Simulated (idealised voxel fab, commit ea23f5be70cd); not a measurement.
process module | voxel wiring stack
cross-section cut | 225 nm wide | cells 5 nm
A cross-section is a grid of square cells, given in bands from the top down. A band is one or more rows of cells.
Each band's line starts with the height of the band's top and of its bottom, in nm. Then come its materials from left to right, each with its width in nm. One material with "throughout" fills the band from edge to edge. "air" is empty space.
Height 0 is the level under which the wafer as received is all one material. The lowest band goes on downwards, as in "0 down".
A width such as "30 to 40" changes by the same amount from each row of cells to the next, from the band's top row to its bottom row.
"no change" after a step means that no cell of the cross-section changed.
closed voids: empty space of 8 cells or more with no open way to the top, each as width x height at its distance from the left edge, in nm
after a step's settings: what the simulator itself notes on the step
overlay nm, on a step with a mask: how far to the right of its planned place the mask lay; to the left if negative
plan
1 op RECEIVE | material Si
2 op CONFORMAL_DEP | material SiO2 | thk nm 15
3 op CONFORMAL_DEP | material SiN | thk nm 5
4 op DIRECTIONAL_DEP | material lowk | thk nm 20
5 op MASKED_ETCH | tone open | mask id METAL_1 | width nm 25 | pitch nm 55 | etch materials lowk | depth nm 20 | overlay nm 0
6 op MASKED_ETCH | tone open | mask id METAL_1 | width nm 25 | pitch nm 55 | etch materials SiN | depth nm 5 | overlay nm 0
7 op CONFORMAL_DEP | material TiN | thk nm 5
8 op FILL_DEP | material Cu | thk nm 5
9 op CMP | height nm 40
10 op EPI | material Ru | thk nm 5
11 op FILL_DEP | material SiCN | thk nm 5
12 op DIRECTIONAL_DEP | material SiO2 | thk nm 20
13 op MASKED_ETCH | tone open | mask id PLUG_1 | width nm 15 | etch materials SiO2 | depth nm 20 | overlay nm 0
14 op MASKED_ETCH | tone open | mask id PLUG_1 | width nm 15 | etch materials SiCN | depth nm 5 | overlay nm 0
15 op CONFORMAL_DEP | material TiN | thk nm 5
16 op FILL_DEP | material Cu | thk nm 5
17 op CMP | height nm 70
18 op DIRECTIONAL_DEP | material TiN | thk nm 5
19 op DIRECTIONAL_DEP | material W | thk nm 25
20 op DIRECTIONAL_DEP | material aC | thk nm 10
21 op PATTERN | tone cover | mask id METAL_2 | material resist | width nm 25 | pitch nm 55 | thk nm 30 | overlay nm 0
22 op DIRECTIONAL_ETCH | etch materials aC | depth nm 10
23 op STRIP | etch materials resist
24 op DIRECTIONAL_ETCH | etch materials W | depth nm 25
25 op DIRECTIONAL_ETCH | etch materials TiN | depth nm 5
26 op STRIP | etch materials aC
27 op FILL_DEP | material lowk | thk nm 5
28 op CMP | height nm 100
29 op CONFORMAL_DEP | material SiCN | thk nm 5
30 op DIRECTIONAL_DEP | material lowk | thk nm 30
31 op PATTERN | tone open | mask id METAL_3 | material resist | width nm 25 | pitch nm 55 | thk nm 20 | overlay nm 0
32 op DIRECTIONAL_ETCH | etch materials lowk | depth nm 15
33 op STRIP | etch materials resist
34 op MASKED_ETCH | tone open | mask id METAL_3_HOLES | width nm 15 | etch materials lowk | depth nm 15 | overlay nm 0
35 op MASKED_ETCH | tone open | mask id METAL_3_HOLES | width nm 15 | etch materials SiCN | depth nm 5 | overlay nm 0
36 op CONFORMAL_DEP | material TiN | thk nm 5
37 op FILL_DEP | material Cu | thk nm 5
38 op CMP | height nm 135
39 op CONFORMAL_DEP | material SiCN | thk nm 5
40 op DIRECTIONAL_DEP | material lowk | thk nm 15
41 op MASKED_ETCH | tone open | mask id PLUG_3 | width nm 15 | pitch nm 55 | etch materials lowk | depth nm 15 | overlay nm 0
42 op MASKED_ETCH | tone open | mask id PLUG_3 | width nm 15 | pitch nm 55 | etch materials SiCN | depth nm 5 | overlay nm 0
43 op EPI | material Ru | thk nm 10
44 op EPI | material Ru | thk nm 10
45 op CONFORMAL_DEP | material SiN | thk nm 5
46 op DIRECTIONAL_DEP | material SiO2 | thk nm 15
47 op MASKED_ETCH | tone open | mask id METAL_4 | width nm 25 | pitch nm 55 | etch materials SiO2 | depth nm 15 | overlay nm 0
48 op MASKED_ETCH | tone open | mask id METAL_4 | width nm 25 | pitch nm 55 | etch materials SiN | depth nm 5 | overlay nm 0
49 op CONFORMAL_DEP | material TiN | thk nm 5
50 op FILL_DEP | material Ru | thk nm 5
51 op CMP | height nm 175
52 op CONFORMAL_DEP | material SiN | thk nm 5
first wafer, as planned
as received, after step 1
  0 down: Si throughout
  closed voids: none
after step 2
  15 to 0: SiO2 throughout
  below 0: unchanged
after step 3
  20 to 15: SiN throughout
  below 15: unchanged
after step 4
  40 to 20: lowk throughout
  below 20: unchanged
after step 5
  40 to 20: lowk 70 | air 25 | lowk 30 | air 25 | lowk 75
  below 20: unchanged
after step 6
  40 to 20: lowk 70 | air 25 | lowk 30 | air 25 | lowk 75
  20 to 15: SiN 70 | air 25 | SiN 30 | air 25 | SiN 75
  below 15: unchanged
after step 7
  45 to 40: TiN 75 | air 15 | TiN 40 | air 15 | TiN 80
  40 to 20: lowk 70 | TiN 5 | air 15 | TiN 5 | lowk 30 | TiN 5 | air 15 | TiN 5 | lowk 75
  20 to 15: SiN 70 | TiN 25 | SiN 30 | TiN 25 | SiN 75
  below 15: unchanged
after step 8
  50 to 45: Cu throughout
  45 to 40: TiN 75 | Cu 15 | TiN 40 | Cu 15 | TiN 80
  40 to 20: lowk 70 | TiN 5 | Cu 15 | TiN 5 | lowk 30 | TiN 5 | Cu 15 | TiN 5 | lowk 75
  below 20: unchanged
after step 9
  40 to 20: lowk 70 | TiN 5 | Cu 15 | TiN 5 | lowk 30 | TiN 5 | Cu 15 | TiN 5 | lowk 75
  below 20: unchanged
after step 10
  45 to 40: air 65 | Ru 35 | air 20 | Ru 35 | air 70
  below 40: unchanged
after step 11
  50 to 45: SiCN throughout
  45 to 40: SiCN 65 | Ru 35 | SiCN 20 | Ru 35 | SiCN 70
  below 40: unchanged
after step 12
  70 to 50: SiO2 throughout
  below 50: unchanged
after step 13
  70 to 50: SiO2 70 | air 15 | SiO2 140
  below 50: unchanged
after step 14
  70 to 50: SiO2 70 | air 15 | SiO2 140
  50 to 45: SiCN 70 | air 15 | SiCN 140
  below 45: unchanged
after step 15
  75 to 70: TiN 75 | air 5 | TiN 145
  70 to 50: SiO2 70 | TiN 5 | air 5 | TiN 5 | SiO2 140
  50 to 45: SiCN 70 | TiN 15 | SiCN 140
  below 45: unchanged
after step 16
  80 to 75: Cu throughout
  75 to 70: TiN 75 | Cu 5 | TiN 145
  70 to 50: SiO2 70 | TiN 5 | Cu 5 | TiN 5 | SiO2 140
  below 50: unchanged
after step 17
  70 to 50: SiO2 70 | TiN 5 | Cu 5 | TiN 5 | SiO2 140
  below 50: unchanged
after step 18
  75 to 70: TiN throughout
  below 70: unchanged
after step 19
  100 to 75: W throughout
  below 75: unchanged
after step 20
  110 to 100: aC throughout
  below 100: unchanged
after step 21
  140 to 110: air 70 | resist 25 | air 30 | resist 25 | air 75
  below 110: unchanged
after step 22
  130 to 110: air 70 | resist 25 | air 30 | resist 25 | air 75
  110 to 100: air 70 | aC 25 | air 30 | aC 25 | air 75
  below 100: unchanged
after step 23
  110 to 100: air 70 | aC 25 | air 30 | aC 25 | air 75
  below 100: unchanged
after step 24
  110 to 100: air 70 | aC 25 | air 30 | aC 25 | air 75
  100 to 75: air 70 | W 25 | air 30 | W 25 | air 75
  below 75: unchanged
after step 25
  110 to 100: air 70 | aC 25 | air 30 | aC 25 | air 75
  100 to 75: air 70 | W 25 | air 30 | W 25 | air 75
  75 to 70: air 70 | TiN 25 | air 30 | TiN 25 | air 75
  below 70: unchanged
after step 26
  100 to 75: air 70 | W 25 | air 30 | W 25 | air 75
  below 75: unchanged
after step 27
  105 to 100: lowk throughout
  100 to 75: lowk 70 | W 25 | lowk 30 | W 25 | lowk 75
  75 to 70: lowk 70 | TiN 25 | lowk 30 | TiN 25 | lowk 75
  below 70: unchanged
after step 28
  100 to 75: lowk 70 | W 25 | lowk 30 | W 25 | lowk 75
  below 75: unchanged
after step 29
  105 to 100: SiCN throughout
  below 100: unchanged
after step 30
  135 to 105: lowk throughout
  below 105: unchanged
after step 31
  155 to 135: resist 70 | air 25 | resist 30 | air 25 | resist 75
  below 135: unchanged
after step 32
  155 to 135: resist 70 | air 25 | resist 30 | air 25 | resist 75
  135 to 120: lowk 70 | air 25 | lowk 30 | air 25 | lowk 75
  below 120: unchanged
after step 33
  135 to 120: lowk 70 | air 25 | lowk 30 | air 25 | lowk 75
  below 120: unchanged
after step 34
  135 to 120: lowk 70 | air 25 | lowk 30 | air 25 | lowk 75
  120 to 105: lowk 70 | air 15 | lowk 140
  below 105: unchanged
after step 35
  135 to 120: lowk 70 | air 25 | lowk 30 | air 25 | lowk 75
  120 to 105: lowk 70 | air 15 | lowk 140
  105 to 100: SiCN 70 | air 15 | SiCN 140
  below 100: unchanged
after step 36
  140 to 135: TiN 75 | air 15 | TiN 40 | air 15 | TiN 80
  135 to 125: lowk 70 | TiN 5 | air 15 | TiN 5 | lowk 30 | TiN 5 | air 15 | TiN 5 | lowk 75
  125 to 120: lowk 70 | TiN 5 | air 5 | TiN 15 | lowk 30 | TiN 25 | lowk 75
  120 to 105: lowk 70 | TiN 5 | air 5 | TiN 5 | lowk 140
  105 to 100: SiCN 70 | TiN 15 | SiCN 140
  below 100: unchanged
after step 37
  145 to 140: Cu throughout
  140 to 135: TiN 75 | Cu 15 | TiN 40 | Cu 15 | TiN 80
  135 to 125: lowk 70 | TiN 5 | Cu 15 | TiN 5 | lowk 30 | TiN 5 | Cu 15 | TiN 5 | lowk 75
  125 to 120: lowk 70 | TiN 5 | Cu 5 | TiN 15 | lowk 30 | TiN 25 | lowk 75
  120 to 105: lowk 70 | TiN 5 | Cu 5 | TiN 5 | lowk 140
  below 105: unchanged
after step 38
  135 to 125: lowk 70 | TiN 5 | Cu 15 | TiN 5 | lowk 30 | TiN 5 | Cu 15 | TiN 5 | lowk 75
  below 125: unchanged
after step 39
  140 to 135: SiCN throughout
  below 135: unchanged
after step 40
  155 to 140: lowk throughout
  below 140: unchanged
after step 41
  155 to 140: lowk 70 | air 15 | lowk 40 | air 15 | lowk 85
  below 140: unchanged
after step 42
  155 to 140: lowk 70 | air 15 | lowk 40 | air 15 | lowk 85
  140 to 135: SiCN 70 | air 15 | SiCN 40 | air 15 | SiCN 85
  below 135: unchanged
after step 43
  155 to 145: lowk 70 | air 15 | lowk 40 | air 15 | lowk 85
  145 to 140: lowk 70 | Ru 15 | lowk 40 | Ru 15 | lowk 85
  140 to 135: SiCN 70 | Ru 15 | SiCN 40 | Ru 15 | SiCN 85
  below 135: unchanged
after step 44
  155 to 140: lowk 70 | Ru 15 | lowk 40 | Ru 15 | lowk 85
  below 140: unchanged
after step 45
  160 to 155: SiN throughout
  below 155: unchanged
after step 46
  175 to 160: SiO2 throughout
  below 160: unchanged
after step 47
  175 to 160: SiO2 70 | air 25 | SiO2 30 | air 25 | SiO2 75
  below 160: unchanged
after step 48
  175 to 160: SiO2 70 | air 25 | SiO2 30 | air 25 | SiO2 75
  160 to 155: SiN 70 | air 25 | SiN 30 | air 25 | SiN 75
  below 155: unchanged
after step 49
  180 to 175: TiN 75 | air 15 | TiN 40 | air 15 | TiN 80
  175 to 160: SiO2 70 | TiN 5 | air 15 | TiN 5 | SiO2 30 | TiN 5 | air 15 | TiN 5 | SiO2 75
  160 to 155: SiN 70 | TiN 25 | SiN 30 | TiN 25 | SiN 75
  below 155: unchanged
after step 50
  185 to 180: Ru throughout
  180 to 175: TiN 75 | Ru 15 | TiN 40 | Ru 15 | TiN 80
  175 to 160: SiO2 70 | TiN 5 | Ru 15 | TiN 5 | SiO2 30 | TiN 5 | Ru 15 | TiN 5 | SiO2 75
  below 160: unchanged
after step 51
  175 to 160: SiO2 70 | TiN 5 | Ru 15 | TiN 5 | SiO2 30 | TiN 5 | Ru 15 | TiN 5 | SiO2 75
  below 160: unchanged
after step 52
  180 to 175: SiN throughout
  below 175: unchanged
second wafer: like start, like plan, one mistake. Through step 47 it matches the first wafer
when step 48 should have ended
  175 to 160: SiO2 70 | air 25 | SiO2 30 | air 25 | SiO2 75
  160 to 155: SiN 75 | air 15 | SiN 40 | air 15 | SiN 80
  below 155: unchanged
when step 49 should have ended
  180 to 175: TiN 75 | air 15 | TiN 40 | air 15 | TiN 80
  175 to 165: SiO2 70 | TiN 5 | air 15 | TiN 5 | SiO2 30 | TiN 5 | air 15 | TiN 5 | SiO2 75
  165 to 160: SiO2 70 | TiN 10 | air 5 | TiN 10 | SiO2 30 | TiN 10 | air 5 | TiN 10 | SiO2 75
  160 to 155: SiN 75 | TiN 15 | SiN 40 | TiN 15 | SiN 80
  below 155: unchanged
when step 50 should have ended
  185 to 180: Ru throughout
  180 to 175: TiN 75 | Ru 15 | TiN 40 | Ru 15 | TiN 80
  175 to 165: SiO2 70 | TiN 5 | Ru 15 | TiN 5 | SiO2 30 | TiN 5 | Ru 15 | TiN 5 | SiO2 75
  165 to 160: SiO2 70 | TiN 10 | Ru 5 | TiN 10 | SiO2 30 | TiN 10 | Ru 5 | TiN 10 | SiO2 75
  below 160: unchanged
when step 51 should have ended
  175 to 165: SiO2 70 | TiN 5 | Ru 15 | TiN 5 | SiO2 30 | TiN 5 | Ru 15 | TiN 5 | SiO2 75
  below 165: unchanged
when step 52 should have ended
  180 to 175: SiN throughout
  below 175: unchanged
what went wrong: step 48 ran as: op MASKED_ETCH | tone open | mask id METAL_4 | width nm 15 | pitch nm 55 | etch materials SiN | depth nm 5 | overlay nm 0
at the end the second wafer has, in cells: 4 fewer of Ru | 4 more of SiN
